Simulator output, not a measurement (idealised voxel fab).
The document below concerns the process module designated voxel capacitor over wiring.
We display cut, a cross-section 190 nm in width whose square cells are each 5 nm.
Just so we're on the same page, the cross-sections are grids of square cells, and they're listed out in bands top to bottom, each band one or more rows deep. In this notation a band is specified by the heights of its top and bottom, in that order and in nm, after which its materials appear from left to right, each paired with its width in nm. The word "all across" attached to a single material means that material fills the band from edge to edge; the word "empty" stands for empty space. Counting heights begins at 0, where everything beneath is, in the wafer as received, one material. The lowest band has no bottom; it goes on downwards, as "from 0 down" shows. The width entry "30->40" should be interpreted row by row: the top row of cells in the band takes the first number, the bottom row takes the second number, and the change between adjacent rows is uniform throughout. The designation "identical to before", where it is given for a processing step, indicates that no cell of the cross-section was altered in the course of that step. The label "Listed closed voids" introduces a list of the empty spaces, 8 cells or larger, that have no open way up to the top; each entry in it reads width x height at distance, where the distance is taken from the left edge and all three are stated in nm. Where a step's line continues beyond its settings, the continuation is a remark by the simulator itself on that step. overlay nm, on a step with a mask: how far to the right of its planned place the mask lay; to the left if negative.
## Listed below are the process steps as planned
step 1: RECEIVE | material Si
step 2: CONFORMAL_DEP | material SiO2 | thk nm 15
step 3: DIRECTIONAL_DEP | material TiN | thk nm 5
step 4: DIRECTIONAL_DEP | material Ru | thk nm 20
step 5: PATTERN | tone cover | mask id METAL_1 | material resist | width nm 25 | pitch nm 95 | thk nm 20 | overlay nm 0
step 6: DIRECTIONAL_ETCH | etch materials Ru | depth nm 20
step 7: DIRECTIONAL_ETCH | etch materials TiN | depth nm 5
step 8: STRIP | etch materials resist
step 9: CONFORMAL_DEP | material SiN | thk nm 5
step 10: FILL_DEP | material SiO2 | thk nm 5
step 11: CMP | height nm 40
step 12: CONFORMAL_DEP | material SiCN | thk nm 5
step 13: DIRECTIONAL_DEP | material SiO2 | thk nm 15
step 14: DIRECTIONAL_DEP | material aC | thk nm 15
step 15: PATTERN | tone open | mask id PLUG_1 | material resist | width nm 15 | thk nm 30 | overlay nm 0
step 16: DIRECTIONAL_ETCH | etch materials aC | depth nm 15
step 17: STRIP | etch materials resist
step 18: DIRECTIONAL_ETCH | etch materials SiO2 | depth nm 15
step 19: DIRECTIONAL_ETCH | etch materials SiCN | depth nm 5
step 20: STRIP | etch materials aC
step 21: CONFORMAL_DEP | material TiN | thk nm 5
step 22: FILL_DEP | material W | thk nm 5
step 23: CMP | height nm 60
step 24: DIRECTIONAL_DEP | material TiN | thk nm 10
step 25: DIRECTIONAL_DEP | material HfO2 | thk nm 5
step 26: DIRECTIONAL_DEP | material TiN | thk nm 10
step 27: PATTERN | tone cover | mask id UPPER_PLATE | material resist | width nm 75 | thk nm 15 | overlay nm 0
step 28: DIRECTIONAL_ETCH | etch materials TiN | depth nm 10
step 29: DIRECTIONAL_ETCH | etch materials HfO2 | depth nm 5
step 30: STRIP | etch materials resist
step 31: PATTERN | tone cover | mask id LOWER_PLATE | material resist | width nm 85 | thk nm 15 | overlay nm 0
step 32: DIRECTIONAL_ETCH | etch materials TiN | depth nm 10
step 33: STRIP | etch materials resist
step 34: FILL_DEP | material SiO2 | thk nm 20
step 35: CMP | height nm 100
step 36: DIRECTIONAL_DEP | material aC | thk nm 15
step 37: PATTERN | tone open | mask id PLUG_2 | material resist | width nm 15 | thk nm 30 | overlay nm 0
step 38: DIRECTIONAL_ETCH | etch materials aC | depth nm 15
step 39: STRIP | etch materials resist
step 40: DIRECTIONAL_ETCH | etch materials SiO2 | depth nm 15
step 41: STRIP | etch materials aC
step 42: CONFORMAL_DEP | material TiN | thk nm 5
step 43: FILL_DEP | material Cu | thk nm 10
step 44: CMP | height nm 100
step 45: CONFORMAL_DEP | material SiCN | thk nm 5
## Incoming wafer in cross-section (state: after step 1)
> from 0 down = Si all across
> Listed closed voids: none
## First wafer of two, sectioned at end of module; run went per plan
> from 105 to 100 = SiCN all across
> from 100 to 90 = 55 of SiO2 | 5 of TiN | 5 of Cu | 5 of TiN | 120 of SiO2
> from 90 to 85 = 55 of SiO2 | 15 of TiN | 120 of SiO2
> from 85 to 75 = 45 of SiO2 | 75 of TiN | 70 of SiO2
> from 75 to 70 = 45 of SiO2 | 75 of HfO2 | 70 of SiO2
> from 70 to 60 = 40 of SiO2 | 85 of TiN | 65 of SiO2
> from 60 to 45 = 45 of SiO2 | 5 of TiN | 5 of W | 5 of TiN | 130 of SiO2
> from 45 to 40 = 45 of SiCN | 15 of TiN | 130 of SiCN
> from 40 to 20 = 30 of SiO2 | 5 of SiN | 25 of Ru | 5 of SiN | 60 of SiO2 | 5 of SiN | 25 of Ru | 5 of SiN | 30 of SiO2
> from 20 to 15 = 35 of SiN | 25 of TiN | 70 of SiN | 25 of TiN | 35 of SiN
> from 15 to 0 = SiO2 all across
> from 0 down = Si all across
> Listed closed voids: none
## Same start, same plan as the first wafer - but one mistake in the run. Cross-section of the second of the two at the end of the module
> from 105 to 100 = SiCN all across
> from 100 to 90 = 55 of SiO2 | 5 of TiN | 5 of Cu | 5 of TiN | 120 of SiO2
> from 90 to 85 = 55 of SiO2 | 15 of TiN | 120 of SiO2
> from 85 to 75 = 45 of SiO2 | 75 of TiN | 70 of SiO2
> from 75 to 70 = 45 of SiO2 | 75 of HfO2 | 70 of SiO2
> from 70 to 60 = 35 of SiO2 | 95 of TiN | 60 of SiO2
> from 60 to 45 = 45 of SiO2 | 5 of TiN | 5 of W | 5 of TiN | 130 of SiO2
> from 45 to 40 = 45 of SiCN | 15 of TiN | 130 of SiCN
> from 40 to 20 = 30 of SiO2 | 5 of SiN | 25 of Ru | 5 of SiN | 60 of SiO2 | 5 of SiN | 25 of Ru | 5 of SiN | 30 of SiO2
> from 20 to 15 = 35 of SiN | 25 of TiN | 70 of SiN | 25 of TiN | 35 of SiN
> from 15 to 0 = SiO2 all across
> from 0 down = Si all across
> Listed closed voids: none
Heads up, the wafer didn't run the way we planned it: step 31 did not happen as planned, as run it was PATTERN | tone cover | mask id LOWER_PLATE | material resist | width nm 95 | thk nm 15 | overlay nm 0
End of process, cell counts, second wafer against first, materials with more or fewer: -4 SiO2, +4 TiN
